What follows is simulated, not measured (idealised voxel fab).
process module | voxel transistor to metal
cross-section cut | 150 nm wide | cells 5 nm
A cross-section is a grid of square cells, given in bands from the top down. A band is one or more rows of cells.
Each band's line starts with the height of the band's top and of its bottom, in nm. Then come its materials from left to right, each with its width in nm. One material with "throughout" fills the band from edge to edge. "air" is empty space.
Height 0 is the level under which the wafer as received is all one material. The lowest band goes on downwards, as in "0 down".
A width such as "30 to 40" changes by the same amount from each row of cells to the next, from the band's top row to its bottom row.
"no change" after a step means that no cell of the cross-section changed.
closed voids: empty space of 8 cells or more with no open way to the top, each as width x height at its distance from the left edge, in nm
after a step's settings: what the simulator itself notes on the step
overlay nm, on a step with a mask: how far to the right of its planned place the mask lay; to the left if negative
Each pair below shows a cross-section before one step and the cross-section after it, down to the lowest band that changed. The line under each pair gives the step between them, with its settings. The pairs can come from different runs of this module on the same starting wafer, so a pair continues from the pair above only where its "before" says so.
before
  0 down: Si throughout
  closed voids: none
after
  5 to 0: SiO2 throughout
  below 0: unchanged
  closed voids: none
the step between: op CONFORMAL_DEP | material SiO2 | thk nm 5
before: the cross-section after the pair above
after
  20 to 5: SiN throughout
  below 5: unchanged
  closed voids: none
the step between: op CONFORMAL_DEP | material SiN | thk nm 15
before: the cross-section after the pair above
after
  35 to 20: aC throughout
  below 20: unchanged
  closed voids: none
the step between: op DIRECTIONAL_DEP | material aC | thk nm 15
before: the cross-section after the pair above
after
  70 to 35: air 25 | resist 100 | air 25
  below 35: unchanged
  closed voids: none
the step between: op PATTERN | tone cover | mask id ACTIVE | material resist | width nm 100 | thk nm 35 | overlay nm 0
before: the cross-section after the pair above
after
  55 to 35: air 25 | resist 100 | air 25
  35 to 20: air 25 | aC 100 | air 25
  below 20: unchanged
  closed voids: none
the step between: op DIRECTIONAL_ETCH | etch materials aC | depth nm 15
before: the cross-section after the pair above
after
  35 to 20: air 25 | aC 100 | air 25
  below 20: unchanged
  closed voids: none
the step between: op STRIP | etch materials resist
before: the cross-section after the pair above
after
  35 to 20: air 25 | aC 100 | air 25
  20 to 5: air 25 | SiN 100 | air 25
  below 5: unchanged
  closed voids: none
the step between: op DIRECTIONAL_ETCH | etch materials SiN | depth nm 15
before: the cross-section after the pair above
after
  35 to 20: air 25 | aC 100 | air 25
  20 to 5: air 25 | SiN 100 | air 25
  5 to 0: air 25 | SiO2 100 | air 25
  below 0: unchanged
  closed voids: none
the step between: op DIRECTIONAL_ETCH | etch materials SiO2 | depth nm 5
before: the cross-section after the pair above
after
  35 to 20: air 25 | aC 100 | air 25
  20 to 5: air 25 | SiN 100 | air 25
  5 to 0: air 25 | SiO2 100 | air 25
  0 to -25: air 25 | Si 100 | air 25
  below -25: unchanged
  closed voids: none
the step between: op DIRECTIONAL_ETCH | etch materials Si | depth nm 25
before: the cross-section after the pair above
after
  20 to 5: air 25 | SiN 100 | air 25
  below 5: unchanged
  closed voids: none
the step between: op STRIP | etch materials aC
before: the cross-section after the pair above
after
  20 to 5: air 25 | SiN 100 | air 25
  5 to 0: air 25 | SiO2 100 | air 25
  0 to -25: air 25 | SiO2 5 | Si 90 | SiO2 5 | air 25
  -25 to -30: SiO2 30 | Si 90 | SiO2 30
  below -30: unchanged
  closed voids: none
the step between: op OXIDIZE | depth nm 5
before: the cross-section after the pair above
after
  30 to 20: SiO2 throughout
  20 to 5: SiO2 25 | SiN 100 | SiO2 25
  5 to 0: SiO2 throughout
  0 to -30: SiO2 30 | Si 90 | SiO2 30
  below -30: unchanged
  closed voids: none
the step between: op FILL_DEP | material SiO2 | thk nm 10
before: the cross-section after the pair above
after
  20 to 5: SiO2 25 | SiN 100 | SiO2 25
  below 5: unchanged
  closed voids: none
the step between: op CMP | height nm 20
before: the cross-section after the pair above
after
  20 to 10: air 25 | SiN 100 | air 25
  below 10: unchanged
  closed voids: none
the step between: op SELECTIVE_ETCH | etch materials SiO2 | depth nm 10
before: the cross-section after the pair above
after
  10 to 5: SiO2 25 | air 100 | SiO2 25
  below 5: unchanged
  closed voids: none
the step between: op STRIP | etch materials SiN
before: the cross-section after the pair above
after
  5 to 0: SiO2 20 | air 110 | SiO2 20
  below 0: unchanged
  closed voids: none
the step between: op SELECTIVE_ETCH | etch materials SiO2 | depth nm 5
before: the cross-section after the pair above
after
  5 to 0: SiO2 20 | air 110 | SiO2 20
  0 to -5: SiO2 throughout
  below -5: unchanged
  closed voids: none
the step between: op OXIDIZE | depth nm 5
before: the cross-section after the pair above
after
  25 to 20: polySi 20 | air 110 | polySi 20
  20 to 5: polySi throughout
  5 to 0: SiO2 20 | polySi 110 | SiO2 20
  below 0: unchanged
  closed voids: none
the step between: op DIRECTIONAL_DEP | material polySi | thk nm 20
before: the cross-section after the pair above
after
  40 to 35: SiCN 20 | air 110 | SiCN 20
  35 to 25: SiCN throughout
  25 to 20: polySi 20 | SiCN 110 | polySi 20
  below 20: unchanged
  closed voids: none
the step between: op DIRECTIONAL_DEP | material SiCN | thk nm 15
before: the cross-section after the pair above
after
  55 to 40: air 65 | resist 20 | air 65
  40 to 35: SiCN 20 | air 45 | resist 20 | air 45 | SiCN 20
  below 35: unchanged
  closed voids: none
the step between: op PATTERN | tone cover | mask id GATE | material resist | width nm 20 | thk nm 15 | overlay nm 0
before: the cross-section after the pair above
after
  55 to 35: air 65 | resist 20 | air 65
  35 to 25: air 65 | SiCN 20 | air 65
  25 to 20: polySi 20 | air 45 | SiCN 20 | air 45 | polySi 20
  below 20: unchanged
  closed voids: none
the step between: op DIRECTIONAL_ETCH | etch materials SiCN | depth nm 25
before: the cross-section after the pair above
after
  55 to 35: air 65 | resist 20 | air 65
  35 to 20: air 65 | SiCN 20 | air 65
  20 to 5: air 65 | polySi 20 | air 65
  5 to 0: SiO2 20 | air 45 | polySi 20 | air 45 | SiO2 20
  below 0: unchanged
  closed voids: none
the step between: op DIRECTIONAL_ETCH | etch materials polySi | depth nm 30
before: the cross-section after the pair above
after
  35 to 20: air 65 | SiCN 20 | air 65
  below 20: unchanged
  closed voids: none
the step between: op STRIP | etch materials resist
before: the cross-section after the pair above
after
  45 to 35: air 55 | SiN 40 | air 55
  35 to 20: air 55 | SiN 10 | SiCN 20 | SiN 10 | air 55
  20 to 15: air 55 | SiN 10 | polySi 20 | SiN 10 | air 55
  15 to 10: SiN 30 | air 25 | SiN 10 | polySi 20 | SiN 10 | air 25 | SiN 30
  10 to 5: SiN 65 | polySi 20 | SiN 65
  5 to 0: SiO2 20 | SiN 45 | polySi 20 | SiN 45 | SiO2 20
  below 0: unchanged
  closed voids: none
the step between: op CONFORMAL_DEP | material SiN | thk nm 10
before: the cross-section after the pair above
after
  35 to 20: air 55 | SiN 10 | SiCN 20 | SiN 10 | air 55
  20 to 5: air 55 | SiN 10 | polySi 20 | SiN 10 | air 55
  5 to 0: SiO2 20 | SiN 10 | air 25 | SiN 10 | polySi 20 | SiN 10 | air 25 | SiN 10 | SiO2 20
  below 0: unchanged
  closed voids: none
the step between: op DIRECTIONAL_ETCH | etch materials SiN | depth nm 10
before: the cross-section after the pair above
after
  35 to 20: air 55 | SiN 10 | SiCN 20 | SiN 10 | air 55
  20 to 5: air 55 | SiN 10 | polySi 20 | SiN 10 | air 55
  5 to 0: air 20 | SiN 10 | air 25 | SiN 10 | polySi 20 | SiN 10 | air 25 | SiN 10 | air 20
  0 to -5: SiO2 30 | air 25 | SiO2 40 | air 25 | SiO2 30
  below -5: unchanged
  closed voids: none
the step between: op DIRECTIONAL_ETCH | etch materials SiO2 | depth nm 5
before: the cross-section after the pair above
after
  35 to 20: air 55 | SiN 10 | SiCN 20 | SiN 10 | air 55
  20 to 5: air 55 | SiN 10 | polySi 20 | SiN 10 | air 55
  5 to 0: air 20 | SiN 10 | air 25 | SiN 10 | polySi 20 | SiN 10 | air 25 | SiN 10 | air 20
  0 to -5: SiO2 30 | air 25 | SiO2 40 | air 25 | SiO2 30
  -5 to -20: SiO2 30 | air 25 | Si 40 | air 25 | SiO2 30
  below -20: unchanged
  closed voids: none
the step between: op DIRECTIONAL_ETCH | etch materials Si | depth nm 15
before: the cross-section after the pair above
after
  35 to 20: air 55 | SiN 10 | SiCN 20 | SiN 10 | air 55
  20 to 10: air 55 | SiN 10 | polySi 20 | SiN 10 | air 55
  10 to 5: air 40 | nSi 15 | SiN 10 | polySi 20 | SiN 10 | nSi 15 | air 40
  5 to 0: air 20 | SiN 10 | air 10 | nSi 15 | SiN 10 | polySi 20 | SiN 10 | nSi 15 | air 10 | SiN 10 | air 20
  0 to -5: SiO2 30 | air 10 | nSi 15 | SiO2 40 | nSi 15 | air 10 | SiO2 30
  -5 to -20: SiO2 30 | nSi 25 | Si 40 | nSi 25 | SiO2 30
  below -20: unchanged
  closed voids: none
the step between: op EPI | material nSi | thk nm 15
before: the cross-section after the pair above
after
  40 to 35: SiO2 throughout
  35 to 20: SiO2 55 | SiN 10 | SiCN 20 | SiN 10 | SiO2 55
  20 to 10: SiO2 55 | SiN 10 | polySi 20 | SiN 10 | SiO2 55
  10 to 5: SiO2 40 | nSi 15 | SiN 10 | polySi 20 | SiN 10 | nSi 15 | SiO2 40
  5 to 0: SiO2 20 | SiN 10 | SiO2 10 | nSi 15 | SiN 10 | polySi 20 | SiN 10 | nSi 15 | SiO2 10 | SiN 10 | SiO2 20
  0 to -5: SiO2 40 | nSi 15 | SiO2 40 | nSi 15 | SiO2 40
  below -5: unchanged
  closed voids: none
the step between: op FILL_DEP | material SiO2 | thk nm 5
before: the cross-section after the pair above
after
  35 to 20: SiO2 55 | SiN 10 | SiCN 20 | SiN 10 | SiO2 55
  below 20: unchanged
  closed voids: none
the step between: op CMP | height nm 35
before: the cross-section after the pair above
after
  50 to 35: SiO2 throughout
  below 35: unchanged
  closed voids: none
the step between: op DIRECTIONAL_DEP | material SiO2 | thk nm 15
before: the cross-section after the pair above
after
  50 to 35: SiO2 30 | air 30 | SiO2 30 | air 30 | SiO2 30
  35 to 20: SiO2 30 | air 25 | SiN 10 | SiCN 20 | SiN 10 | air 25 | SiO2 30
  20 to 10: SiO2 30 | air 25 | SiN 10 | polySi 20 | SiN 10 | air 25 | SiO2 30
  10 to 5: SiO2 30 | air 10 | nSi 15 | SiN 10 | polySi 20 | SiN 10 | nSi 15 | air 10 | SiO2 30
  5 to 0: SiO2 20 | SiN 10 | air 10 | nSi 15 | SiN 10 | polySi 20 | SiN 10 | nSi 15 | air 10 | SiN 10 | SiO2 20
  0 to -5: SiO2 30 | air 10 | nSi 15 | SiO2 40 | nSi 15 | air 10 | SiO2 30
  below -5: unchanged
  closed voids: none
the step between: op MASKED_ETCH | tone open | mask id CONTACT | width nm 30 | pitch nm 60 | etch materials SiO2 | depth nm 55 | overlay nm 0
before: the cross-section after the pair above
after
  55 to 50: TiN 35 | air 20 | TiN 40 | air 20 | TiN 35
  50 to 40: SiO2 30 | TiN 5 | air 20 | TiN 5 | SiO2 30 | TiN 5 | air 20 | TiN 5 | SiO2 30
  40 to 35: SiO2 30 | TiN 5 | air 15 | TiN 10 | SiO2 30 | TiN 10 | air 15 | TiN 5 | SiO2 30
  35 to 20: SiO2 30 | TiN 5 | air 15 | TiN 5 | SiN 10 | SiCN 20 | SiN 10 | TiN 5 | air 15 | TiN 5 | SiO2 30
  20 to 15: SiO2 30 | TiN 5 | air 15 | TiN 5 | SiN 10 | polySi 20 | SiN 10 | TiN 5 | air 15 | TiN 5 | SiO2 30
  15 to 10: SiO2 30 | TiN 25 | SiN 10 | polySi 20 | SiN 10 | TiN 25 | SiO2 30
  10 to 5: SiO2 30 | TiN 10 | nSi 15 | SiN 10 | polySi 20 | SiN 10 | nSi 15 | TiN 10 | SiO2 30
  5 to 0: SiO2 20 | SiN 10 | TiN 10 | nSi 15 | SiN 10 | polySi 20 | SiN 10 | nSi 15 | TiN 10 | SiN 10 | SiO2 20
  0 to -5: SiO2 30 | TiN 10 | nSi 15 | SiO2 40 | nSi 15 | TiN 10 | SiO2 30
  below -5: unchanged
  closed voids: none
the step between: op CONFORMAL_DEP | material TiN | thk nm 5
before: the cross-section after the pair above
after
  65 to 55: W throughout
  55 to 50: TiN 35 | W 20 | TiN 40 | W 20 | TiN 35
  50 to 40: SiO2 30 | TiN 5 | W 20 | TiN 5 | SiO2 30 | TiN 5 | W 20 | TiN 5 | SiO2 30
  40 to 35: SiO2 30 | TiN 5 | W 15 | TiN 10 | SiO2 30 | TiN 10 | W 15 | TiN 5 | SiO2 30
  35 to 20: SiO2 30 | TiN 5 | W 15 | TiN 5 | SiN 10 | SiCN 20 | SiN 10 | TiN 5 | W 15 | TiN 5 | SiO2 30
  20 to 15: SiO2 30 | TiN 5 | W 15 | TiN 5 | SiN 10 | polySi 20 | SiN 10 | TiN 5 | W 15 | TiN 5 | SiO2 30
  below 15: unchanged
  closed voids: none
the step between: op FILL_DEP | material W | thk nm 10
before: the cross-section after the pair above
after
  50 to 40: SiO2 30 | TiN 5 | W 20 | TiN 5 | SiO2 30 | TiN 5 | W 20 | TiN 5 | SiO2 30
  below 40: unchanged
  closed voids: none
the step between: op CMP | height nm 50
before: the cross-section after the pair above
after
  55 to 50: SiN throughout
  below 50: unchanged
  closed voids: none
the step between: op CONFORMAL_DEP | material SiN | thk nm 5
before: the cross-section after the pair above
after
  70 to 55: SiO2 throughout
  below 55: unchanged
  closed voids: none
the step between: op DIRECTIONAL_DEP | material SiO2 | thk nm 15
before: the cross-section after the pair above
after
  70 to 55: SiO2 30 | air 15 | SiO2 60 | air 15 | SiO2 30
  below 55: unchanged
  closed voids: none
the step between: op MASKED_ETCH | tone open | mask id METAL_1 | width nm 15 | pitch nm 75 | etch materials SiO2 | depth nm 15 | overlay nm 0
before: the cross-section after the pair above
after
  70 to 55: SiO2 30 | air 15 | SiO2 60 | air 15 | SiO2 30
  55 to 50: SiN 30 | air 15 | SiN 60 | air 15 | SiN 30
  below 50: unchanged
  closed voids: none
the step between: op MASKED_ETCH | tone open | mask id METAL_1 | width nm 15 | pitch nm 75 | etch materials SiN | depth nm 5 | overlay nm 0
before: the cross-section after the pair above
after
  75 to 70: TiN 35 | air 5 | TiN 70 | air 5 | TiN 35
  70 to 55: SiO2 30 | TiN 5 | air 5 | TiN 5 | SiO2 60 | TiN 5 | air 5 | TiN 5 | SiO2 30
  55 to 50: SiN 30 | TiN 15 | SiN 60 | TiN 15 | SiN 30
  below 50: unchanged
  closed voids: none
the step between: op CONFORMAL_DEP | material TiN | thk nm 5
before: the cross-section after the pair above
after
  85 to 75: Cu throughout
  75 to 70: TiN 35 | Cu 5 | TiN 70 | Cu 5 | TiN 35
  70 to 55: SiO2 30 | TiN 5 | Cu 5 | TiN 5 | SiO2 60 | TiN 5 | Cu 5 | TiN 5 | SiO2 30
  below 55: unchanged
  closed voids: none
the step between: op FILL_DEP | material Cu | thk nm 10
before: the cross-section after the pair above
after
  70 to 55: SiO2 30 | TiN 5 | Cu 5 | TiN 5 | SiO2 60 | TiN 5 | Cu 5 | TiN 5 | SiO2 30
  below 55: unchanged
  closed voids: none
the step between: op CMP | height nm 70
before: the cross-section after the pair above
after
  75 to 70: SiCN throughout
  below 70: unchanged
  closed voids: none
the step between: op CONFORMAL_DEP | material SiCN | thk nm 5
before: the cross-section after the pair above
after
  110 to 75: SiO2 throughout
  below 75: unchanged
  closed voids: none
the step between: op DIRECTIONAL_DEP | material SiO2 | thk nm 35
before: the cross-section after the pair above
after
  130 to 110: resist 30 | air 15 | resist 60 | air 15 | resist 30
  below 110: unchanged
  closed voids: none
the step between: op PATTERN | tone open | mask id METAL_2 | material resist | width nm 15 | pitch nm 75 | thk nm 20 | overlay nm 0
before: the cross-section after the pair above
after
  130 to 110: resist 30 | air 15 | resist 60 | air 15 | resist 30
  110 to 90: SiO2 30 | air 15 | SiO2 60 | air 15 | SiO2 30
  below 90: unchanged
  closed voids: none
the step between: op DIRECTIONAL_ETCH | etch materials SiO2 | depth nm 20
before: the cross-section after the pair above
after
  110 to 90: SiO2 30 | air 15 | SiO2 60 | air 15 | SiO2 30
  below 90: unchanged
  closed voids: none
the step between: op STRIP | etch materials resist
before: the cross-section after the pair above
after
  125 to 110: aC 30 | air 15 | aC 60 | air 15 | aC 30
  110 to 105: SiO2 30 | air 15 | SiO2 60 | air 15 | SiO2 30
  105 to 90: SiO2 30 | aC 15 | SiO2 60 | aC 15 | SiO2 30
  below 90: unchanged
  closed voids: none
the step between: op DIRECTIONAL_DEP | material aC | thk nm 15
before: the cross-section after the pair above
after
  155 to 125: resist 30 | air 15 | resist 60 | air 15 | resist 30
  below 125: unchanged
  closed voids: none
the step between: op PATTERN | tone open | mask id METAL_2_HOLES | material resist | width nm 15 | pitch nm 75 | thk nm 30 | overlay nm 0
before: the cross-section after the pair above
after
  140 to 125: resist 30 | air 15 | resist 60 | air 15 | resist 30
  125 to 110: aC 30 | air 15 | aC 60 | air 15 | aC 30
  110 to 90: SiO2 30 | air 15 | SiO2 60 | air 15 | SiO2 30
  below 90: unchanged
  closed voids: none
the step between: op DIRECTIONAL_ETCH | etch materials aC | depth nm 15
before: the cross-section after the pair above
after
  125 to 110: aC 30 | air 15 | aC 60 | air 15 | aC 30
  below 110: unchanged
  closed voids: none
the step between: op STRIP | etch materials resist
before: the cross-section after the pair above
after
  125 to 110: aC 30 | air 15 | aC 60 | air 15 | aC 30
  110 to 75: SiO2 30 | air 15 | SiO2 60 | air 15 | SiO2 30
  below 75: unchanged
  closed voids: none
the step between: op DIRECTIONAL_ETCH | etch materials SiO2 | depth nm 15
before: the cross-section after the pair above
after
  125 to 110: aC 30 | air 15 | aC 60 | air 15 | aC 30
  110 to 75: SiO2 30 | air 15 | SiO2 60 | air 15 | SiO2 30
  75 to 70: SiCN 30 | air 15 | SiCN 60 | air 15 | SiCN 30
  below 70: unchanged
  closed voids: none
the step between: op DIRECTIONAL_ETCH | etch materials SiCN | depth nm 5
before: the cross-section after the pair above
after
  110 to 75: SiO2 30 | air 15 | SiO2 60 | air 15 | SiO2 30
  below 75: unchanged
  closed voids: none
the step between: op STRIP | etch materials aC
before: the cross-section after the pair above
after
  115 to 110: TiN 35 | air 5 | TiN 70 | air 5 | TiN 35
  110 to 75: SiO2 30 | TiN 5 | air 5 | TiN 5 | SiO2 60 | TiN 5 | air 5 | TiN 5 | SiO2 30
  75 to 70: SiCN 30 | TiN 15 | SiCN 60 | TiN 15 | SiCN 30
  below 70: unchanged
  closed voids: none
the step between: op CONFORMAL_DEP | material TiN | thk nm 5
before: the cross-section after the pair above
after
  120 to 115: Cu throughout
  115 to 110: TiN 35 | Cu 5 | TiN 70 | Cu 5 | TiN 35
  110 to 75: SiO2 30 | TiN 5 | Cu 5 | TiN 5 | SiO2 60 | TiN 5 | Cu 5 | TiN 5 | SiO2 30
  below 75: unchanged
  closed voids: none
the step between: op FILL_DEP | material Cu | thk nm 5
before: the cross-section after the pair above
after
  110 to 75: SiO2 30 | TiN 5 | Cu 5 | TiN 5 | SiO2 60 | TiN 5 | Cu 5 | TiN 5 | SiO2 30
  below 75: unchanged
  closed voids: none
the step between: op CMP | height nm 110
before: the cross-section after the pair above
after
  115 to 110: SiN throughout
  below 110: unchanged
  closed voids: none
the step between: op CONFORMAL_DEP | material SiN | thk nm 5
before
  0 down: Si throughout
  closed voids: none
after
  15 to 0: SiN throughout
  below 0: unchanged
  closed voids: none
the step between: op CONFORMAL_DEP | material SiN | thk nm 15
before: the cross-section after the pair above
after
  30 to 15: aC throughout
  below 15: unchanged
  closed voids: none
the step between: op DIRECTIONAL_DEP | material aC | thk nm 15
before: the cross-section after the pair above
after
  65 to 30: air 25 | resist 100 | air 25
  below 30: unchanged
  closed voids: none
the step between: op PATTERN | tone cover | mask id ACTIVE | material resist | width nm 100 | thk nm 35 | overlay nm 0
before: the cross-section after the pair above
after
  50 to 30: air 25 | resist 100 | air 25
  30 to 15: air 25 | aC 100 | air 25
  below 15: unchanged
  closed voids: none
the step between: op DIRECTIONAL_ETCH | etch materials aC | depth nm 15
before: the cross-section after the pair above
after
  30 to 15: air 25 | aC 100 | air 25
  below 15: unchanged
  closed voids: none
the step between: op STRIP | etch materials resist
before: the cross-section after the pair above
after
  30 to 15: air 25 | aC 100 | air 25
  15 to 0: air 25 | SiN 100 | air 25
  below 0: unchanged
  closed voids: none
the step between: op DIRECTIONAL_ETCH | etch materials SiN | depth nm 15
before: the cross-section after the pair above
after
  30 to 15: air 25 | aC 100 | air 25
  15 to 0: air 25 | SiN 100 | air 25
  0 to -25: air 25 | Si 100 | air 25
  below -25: unchanged
  closed voids: none
the step between: op DIRECTIONAL_ETCH | etch materials Si | depth nm 25
before: the cross-section after the pair above
after
  15 to 0: air 25 | SiN 100 | air 25
  below 0: unchanged
  closed voids: none
the step between: op STRIP | etch materials aC
before: the cross-section after the pair above
after
  15 to 0: air 25 | SiN 100 | air 25
  0 to -25: air 25 | SiO2 5 | Si 90 | SiO2 5 | air 25
  -25 to -30: SiO2 30 | Si 90 | SiO2 30
  below -30: unchanged
  closed voids: none
the step between: op OXIDIZE | depth nm 5
before: the cross-section after the pair above
after
  25 to 15: SiO2 throughout
  15 to 0: SiO2 25 | SiN 100 | SiO2 25
  0 to -30: SiO2 30 | Si 90 | SiO2 30
  below -30: unchanged
  closed voids: none
the step between: op FILL_DEP | material SiO2 | thk nm 10
before: the cross-section after the pair above
after
  20 to 15: SiO2 throughout
  below 15: unchanged
  closed voids: none
the step between: op CMP | height nm 20
before: the cross-section after the pair above
after
  15 to 10: air 25 | SiN 100 | air 25
  below 10: unchanged
  closed voids: none
the step between: op SELECTIVE_ETCH | etch materials SiO2 | depth nm 10
before: the cross-section after the pair above
after
  10 to 0: SiO2 25 | air 100 | SiO2 25
  below 0: unchanged
  closed voids: none
the step between: op STRIP | etch materials SiN
before: the cross-section after the pair above
after
  5 to 0: SiO2 20 | air 110 | SiO2 20
  0 to -5: SiO2 20 | air 10 | Si 90 | air 10 | SiO2 20
  below -5: unchanged
  closed voids: none
the step between: op SELECTIVE_ETCH | etch materials SiO2 | depth nm 5
before: the cross-section after the pair above
after
  5 to 0: SiO2 20 | air 110 | SiO2 20
  0 to -5: SiO2 20 | air 10 | SiO2 90 | air 10 | SiO2 20
  -5 to -10: SiO2 35 | Si 80 | SiO2 35
  below -10: unchanged
  closed voids: none
the step between: op OXIDIZE | depth nm 5
before: the cross-section after the pair above
after
  25 to 20: polySi 20 | air 110 | polySi 20
  20 to 15: polySi 20 | air 10 | polySi 90 | air 10 | polySi 20
  15 to 5: polySi throughout
  5 to 0: SiO2 20 | polySi 110 | SiO2 20
  0 to -5: SiO2 20 | polySi 10 | SiO2 90 | polySi 10 | SiO2 20
  below -5: unchanged
  closed voids: none
the step between: op DIRECTIONAL_DEP | material polySi | thk nm 20
before: the cross-section after the pair above
after
  40 to 35: SiCN 20 | air 110 | SiCN 20
  35 to 30: SiCN 20 | air 10 | SiCN 90 | air 10 | SiCN 20
  30 to 25: SiCN throughout
  25 to 20: polySi 20 | SiCN 110 | polySi 20
  20 to 15: polySi 20 | SiCN 10 | polySi 90 | SiCN 10 | polySi 20
  below 15: unchanged
  closed voids: none
the step between: op DIRECTIONAL_DEP | material SiCN | thk nm 15
before: the cross-section after the pair above
after
  55 to 40: air 65 | resist 20 | air 65
  40 to 35: SiCN 20 | air 45 | resist 20 | air 45 | SiCN 20
  below 35: unchanged
  closed voids: none
the step between: op PATTERN | tone cover | mask id GATE | material resist | width nm 20 | thk nm 15 | overlay nm 0
before: the cross-section after the pair above
after
  55 to 35: air 65 | resist 20 | air 65
  35 to 25: air 65 | SiCN 20 | air 65
  25 to 20: polySi 20 | air 45 | SiCN 20 | air 45 | polySi 20
  20 to 15: polySi 20 | air 10 | polySi 90 | air 10 | polySi 20
  below 15: unchanged
  closed voids: none
the step between: op DIRECTIONAL_ETCH | etch materials SiCN | depth nm 25
before: the cross-section after the pair above
after
  55 to 35: air 65 | resist 20 | air 65
  35 to 20: air 65 | SiCN 20 | air 65
  20 to 5: air 65 | polySi 20 | air 65
  5 to 0: SiO2 20 | air 45 | polySi 20 | air 45 | SiO2 20
  0 to -5: SiO2 20 | air 10 | SiO2 90 | air 10 | SiO2 20
  below -5: unchanged
  closed voids: none
the step between: op DIRECTIONAL_ETCH | etch materials polySi | depth nm 30
before: the cross-section after the pair above
after
  35 to 20: air 65 | SiCN 20 | air 65
  below 20: unchanged
  closed voids: none
the step between: op STRIP | etch materials resist
before: the cross-section after the pair above
after
  45 to 35: air 55 | SiN 40 | air 55
  35 to 20: air 55 | SiN 10 | SiCN 20 | SiN 10 | air 55
  20 to 15: air 55 | SiN 10 | polySi 20 | SiN 10 | air 55
  15 to 10: SiN 30 | air 25 | SiN 10 | polySi 20 | SiN 10 | air 25 | SiN 30
  10 to 5: SiN 65 | polySi 20 | SiN 65
  5 to 0: SiO2 20 | SiN 45 | polySi 20 | SiN 45 | SiO2 20
  0 to -5: SiO2 20 | SiN 10 | SiO2 90 | SiN 10 | SiO2 20
  below -5: unchanged
  closed voids: none
the step between: op CONFORMAL_DEP | material SiN | thk nm 10
before: the cross-section after the pair above
after
  35 to 20: air 55 | SiN 10 | SiCN 20 | SiN 10 | air 55
  20 to 5: air 55 | SiN 10 | polySi 20 | SiN 10 | air 55
  5 to 0: SiO2 20 | SiN 10 | air 25 | SiN 10 | polySi 20 | SiN 10 | air 25 | SiN 10 | SiO2 20
  below 0: unchanged
  closed voids: none
the step between: op DIRECTIONAL_ETCH | etch materials SiN | depth nm 10
before: the cross-section after the pair above
after
  35 to 20: air 55 | SiN 10 | SiCN 20 | SiN 10 | air 55
  20 to 5: air 55 | SiN 10 | polySi 20 | SiN 10 | air 55
  5 to 0: air 20 | SiN 10 | air 25 | SiN 10 | polySi 20 | SiN 10 | air 25 | SiN 10 | air 20
  0 to -5: SiO2 20 | SiN 10 | air 25 | SiO2 40 | air 25 | SiN 10 | SiO2 20
  below -5: unchanged
  closed voids: none
the step between: op DIRECTIONAL_ETCH | etch materials SiO2 | depth nm 5
before: the cross-section after the pair above
after
  35 to 20: air 55 | SiN 10 | SiCN 20 | SiN 10 | air 55
  20 to 5: air 55 | SiN 10 | polySi 20 | SiN 10 | air 55
  5 to 0: air 20 | SiN 10 | air 25 | SiN 10 | polySi 20 | SiN 10 | air 25 | SiN 10 | air 20
  0 to -5: SiO2 20 | SiN 10 | air 25 | SiO2 40 | air 25 | SiN 10 | SiO2 20
  -5 to -10: SiO2 35 | air 20 | Si 40 | air 20 | SiO2 35
  -10 to -20: SiO2 30 | Si 5 | air 20 | Si 40 | air 20 | Si 5 | SiO2 30
  below -20: unchanged
  closed voids: none
the step between: op DIRECTIONAL_ETCH | etch materials Si | depth nm 15
before: the cross-section after the pair above
after
  35 to 20: air 55 | SiN 10 | SiCN 20 | SiN 10 | air 55
  20 to 10: air 55 | SiN 10 | polySi 20 | SiN 10 | air 55
  10 to 5: air 40 | nSi 15 | SiN 10 | polySi 20 | SiN 10 | nSi 15 | air 40
  5 to 0: air 20 | SiN 10 | nSi 25 | SiN 10 | polySi 20 | SiN 10 | nSi 25 | SiN 10 | air 20
  0 to -5: SiO2 20 | SiN 10 | nSi 25 | SiO2 40 | nSi 25 | SiN 10 | SiO2 20
  -5 to -10: SiO2 35 | nSi 20 | Si 40 | nSi 20 | SiO2 35
  -10 to -20: SiO2 30 | Si 5 | nSi 20 | Si 40 | nSi 20 | Si 5 | SiO2 30
  below -20: unchanged
  closed voids: none
the step between: op EPI | material nSi | thk nm 15
before: the cross-section after the pair above
after
  40 to 35: SiO2 throughout
  35 to 20: SiO2 55 | SiN 10 | SiCN 20 | SiN 10 | SiO2 55
  20 to 10: SiO2 55 | SiN 10 | polySi 20 | SiN 10 | SiO2 55
  10 to 5: SiO2 40 | nSi 15 | SiN 10 | polySi 20 | SiN 10 | nSi 15 | SiO2 40
  5 to 0: SiO2 20 | SiN 10 | nSi 25 | SiN 10 | polySi 20 | SiN 10 | nSi 25 | SiN 10 | SiO2 20
  below 0: unchanged
  closed voids: none
the step between: op FILL_DEP | material SiO2 | thk nm 5
before: the cross-section after the pair above
after
  35 to 20: SiO2 55 | SiN 10 | SiCN 20 | SiN 10 | SiO2 55
  below 20: unchanged
  closed voids: none
the step between: op CMP | height nm 35
before: the cross-section after the pair above
after
  50 to 35: SiO2 throughout
  below 35: unchanged
  closed voids: none
the step between: op DIRECTIONAL_DEP | material SiO2 | thk nm 15
before: the cross-section after the pair above
after
  50 to 35: SiO2 30 | air 30 | SiO2 30 | air 30 | SiO2 30
  35 to 20: SiO2 30 | air 25 | SiN 10 | SiCN 20 | SiN 10 | air 25 | SiO2 30
  20 to 10: SiO2 30 | air 25 | SiN 10 | polySi 20 | SiN 10 | air 25 | SiO2 30
  10 to 5: SiO2 30 | air 10 | nSi 15 | SiN 10 | polySi 20 | SiN 10 | nSi 15 | air 10 | SiO2 30
  below 5: unchanged
  closed voids: none
the step between: op MASKED_ETCH | tone open | mask id CONTACT | width nm 30 | pitch nm 60 | etch materials SiO2 | depth nm 55 | overlay nm 0
before: the cross-section after the pair above
after
  55 to 50: TiN 35 | air 20 | TiN 40 | air 20 | TiN 35
  50 to 40: SiO2 30 | TiN 5 | air 20 | TiN 5 | SiO2 30 | TiN 5 | air 20 | TiN 5 | SiO2 30
  40 to 35: SiO2 30 | TiN 5 | air 15 | TiN 10 | SiO2 30 | TiN 10 | air 15 | TiN 5 | SiO2 30
  35 to 20: SiO2 30 | TiN 5 | air 15 | TiN 5 | SiN 10 | SiCN 20 | SiN 10 | TiN 5 | air 15 | TiN 5 | SiO2 30
  20 to 15: SiO2 30 | TiN 5 | air 15 | TiN 5 | SiN 10 | polySi 20 | SiN 10 | TiN 5 | air 15 | TiN 5 | SiO2 30
  15 to 10: SiO2 30 | TiN 25 | SiN 10 | polySi 20 | SiN 10 | TiN 25 | SiO2 30
  10 to 5: SiO2 30 | TiN 10 | nSi 15 | SiN 10 | polySi 20 | SiN 10 | nSi 15 | TiN 10 | SiO2 30
  below 5: unchanged
  closed voids: none
the step between: op CONFORMAL_DEP | material TiN | thk nm 5
